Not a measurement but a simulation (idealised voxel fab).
Name of the process module below: voxel transistor to metal
Square cells of 5 nm make up the cross-section cut, whose width is 295 nm.
Just so we're on the same page, the cross-sections are grids of square cells, and they're listed out in bands top to bottom, each band one or more rows deep. Per band: top height and bottom height in nm, followed by the left-to-right materials and their widths in nm; "edge to edge" marks a single material spanning edge to edge, "blank" marks empty space. A quick word on heights: they are counted from 0, and under that level the wafer as it came to us is one material throughout. The lowest band is different from the rest in having no bottom; it simply continues downward, written as in "0..down". Width: "30..40" (first number = top row, second number = bottom row, same change from row to row of cells). "remained the same" for a step: no cell of the cross-section changed in that step. What "Catalogued sealed voids" gives you is every empty space of 8 cells or more that is cut off from the top. Each appears as width x height at distance, with the distance taken from the left edge and width, height and distance all in nm. Heads up: the bit after the settings on a step's line is the simulator's remark on that step. For masked steps, "overlay nm" on the step line gives how far right of plan the mask actually lay; a minus sign means it lay to the left.

-- Here's what the planned process steps look like
1: RECEIVE,material Si
2: OXIDIZE,depth nm 5
3: CONFORMAL_DEP,material SiN,thk nm 15
4: DIRECTIONAL_DEP,material aC,thk nm 10
5: PATTERN,tone cover,mask id ACTIVE,material resist,width nm 95,pitch nm 120,thk nm 30,overlay nm 0
6: DIRECTIONAL_ETCH,etch materials aC,depth nm 10
7: STRIP,etch materials resist
8: DIRECTIONAL_ETCH,etch materials SiN,depth nm 15
9: DIRECTIONAL_ETCH,etch materials SiO2,depth nm 5
10: DIRECTIONAL_ETCH,etch materials Si,depth nm 25
11: STRIP,etch materials aC
12: FILL_DEP,material SiO2,thk nm 5
13: CMP,height nm 15
14: SELECTIVE_ETCH,etch materials SiO2,depth nm 15
15: STRIP,etch materials SiN
16: SELECTIVE_ETCH,etch materials SiO2,depth nm 5
17: OXIDIZE,depth nm 5
18: DIRECTIONAL_DEP,material polySi,thk nm 30
19: DIRECTIONAL_DEP,material SiCN,thk nm 15
20: MASKED_ETCH,tone cover,mask id GATE,width nm 15,pitch nm 120,etch materials SiCN,depth nm 25,overlay nm 0
21: MASKED_ETCH,tone cover,mask id GATE,width nm 15,pitch nm 120,etch materials polySi,depth nm 40,overlay nm 0
22: CONFORMAL_DEP,material SiN,thk nm 10
23: DIRECTIONAL_ETCH,etch materials SiN,depth nm 10
24: DIRECTIONAL_ETCH,etch materials SiO2,depth nm 5
25: DIRECTIONAL_ETCH,etch materials Si,depth nm 15
26: EPI,material nSi,thk nm 15
27: FILL_DEP,material SiO2,thk nm 5
28: CMP,height nm 40
29: DIRECTIONAL_DEP,material SiO2,thk nm 10
30: DIRECTIONAL_DEP,material aC,thk nm 15
31: PATTERN,tone open,mask id CONTACT,material resist,width nm 20,thk nm 35,overlay nm 0
32: DIRECTIONAL_ETCH,etch materials aC,depth nm 15
33: STRIP,etch materials resist
34: DIRECTIONAL_ETCH,etch materials SiO2,depth nm 60
35: STRIP,etch materials aC
36: CONFORMAL_DEP,material TiN,thk nm 5
37: FILL_DEP,material Ru,thk nm 10
38: CMP,height nm 50
39: DIRECTIONAL_DEP,material TiN,thk nm 5
40: DIRECTIONAL_DEP,material W,thk nm 25
41: DIRECTIONAL_DEP,material aC,thk nm 15
42: PATTERN,tone cover,mask id METAL_1,material resist,width nm 20,thk nm 30,overlay nm 0
43: DIRECTIONAL_ETCH,etch materials aC,depth nm 15
44: STRIP,etch materials resist
45: DIRECTIONAL_ETCH,etch materials W,depth nm 25
46: DIRECTIONAL_ETCH,etch materials TiN,depth nm 5
47: STRIP,etch materials aC
48: FILL_DEP,material lowk,thk nm 5
49: CMP,height nm 80
50: CONFORMAL_DEP,material SiCN,thk nm 5
51: DIRECTIONAL_DEP,material lowk,thk nm 30
52: PATTERN,tone open,mask id METAL_2_HOLES,material resist,width nm 15,pitch nm 120,thk nm 20,overlay nm 0
53: DIRECTIONAL_ETCH,etch materials lowk,depth nm 30
54: STRIP,etch materials resist
55: PATTERN,tone open,mask id METAL_2,material resist,width nm 20,pitch nm 120,thk nm 15,overlay nm 0
56: DIRECTIONAL_ETCH,etch materials lowk,depth nm 15
57: DIRECTIONAL_ETCH,etch materials SiCN,depth nm 5
58: STRIP,etch materials resist
59: CONFORMAL_DEP,material TiN,thk nm 5
60: FILL_DEP,material Ru,thk nm 5
61: CMP,height nm 115
62: CONFORMAL_DEP,material SiCN,thk nm 5

-- The cross-section here shows the wafer as received, i.e. in its state after step 1
  0..down: Si edge to edge
  Catalogued sealed voids: none

-- End state of the module in cross-section, given the above starting point and plan and one mistake in execution
  120..115: SiCN edge to edge
  115..105: lowk: 45  TiN: 5  Ru: 10  TiN: 5  lowk: 100  TiN: 5  Ru: 10  TiN: 5  lowk: 110
  105..100: lowk: 45  TiN: 5  Ru: 5  TiN: 10  lowk: 100  TiN: 5  Ru: 5  TiN: 10  lowk: 110
  100..85: lowk: 45  TiN: 5  Ru: 5  TiN: 5  lowk: 105  TiN: 5  Ru: 5  TiN: 5  lowk: 115
  85..80: SiCN: 45  TiN: 15  SiCN: 105  TiN: 15  SiCN: 115
  80..55: lowk: 45  W: 20  lowk: 45  W: 20  lowk: 35  W: 20  lowk: 45  W: 20  lowk: 45
  55..50: lowk: 45  TiN: 20  lowk: 45  TiN: 20  lowk: 35  TiN: 20  lowk: 45  TiN: 20  lowk: 45
  50..40: SiO2: 45  TiN: 5  Ru: 10  TiN: 5  SiO2: 45  TiN: 5  Ru: 10  TiN: 5  SiO2: 35  TiN: 5  Ru: 10  TiN: 5  SiO2: 45  TiN: 5  Ru: 10  TiN: 5  SiO2: 45
  40..25: SiO2: 45  TiN: 5  Ru: 10  TiN: 5  SiO2: 5  SiN: 10  SiCN: 15  SiN: 10  SiO2: 5  TiN: 5  Ru: 10  TiN: 5  SiO2: 35  TiN: 5  Ru: 10  TiN: 5  SiO2: 5  SiN: 10  SiCN: 15  SiN: 10  SiO2: 5  TiN: 5  Ru: 10  TiN: 5  SiO2: 45
  25..10: SiO2: 45  TiN: 5  Ru: 10  TiN: 5  SiO2: 5  SiN: 10  polySi: 15  SiN: 10  SiO2: 5  TiN: 5  Ru: 10  TiN: 5  SiO2: 35  TiN: 5  Ru: 10  TiN: 5  SiO2: 5  SiN: 10  polySi: 15  SiN: 10  SiO2: 5  TiN: 5  Ru: 10  TiN: 5  SiO2: 45
  10..5: SiO2: 45  TiN: 20  SiO2: 5  SiN: 10  polySi: 15  SiN: 10  SiO2: 5  TiN: 20  SiO2: 35  TiN: 20  SiO2: 5  SiN: 10  polySi: 15  SiN: 10  SiO2: 5  TiN: 20  SiO2: 45
  5..-5: SiO2: 45  TiN: 10  nSi: 15  SiN: 10  polySi: 15  SiN: 10  nSi: 15  TiN: 10  SiO2: 35  TiN: 10  nSi: 15  SiN: 10  polySi: 15  SiN: 10  nSi: 15  TiN: 10  SiO2: 45
  -5..-10: SiO2: 45  TiN: 10  nSi: 15  SiO2: 35  nSi: 15  TiN: 10  SiO2: 35  TiN: 10  nSi: 15  SiO2: 35  nSi: 15  TiN: 10  SiO2: 45
  -10..-25: SiO2: 45  nSi: 25  Si: 35  nSi: 25  SiO2: 35  nSi: 25  Si: 35  nSi: 25  SiO2: 45
  -25..-30: SiO2: 45  Si: 85  SiO2: 35  Si: 85  SiO2: 45
  -30..down: Si edge to edge
  Catalogued sealed voids: none
Nonconformance to the process plan: step 5 did not happen as planned, as run it was PATTERN,tone cover,mask id ACTIVE,material resist,width nm 85,pitch nm 120,thk nm 30,overlay nm 0
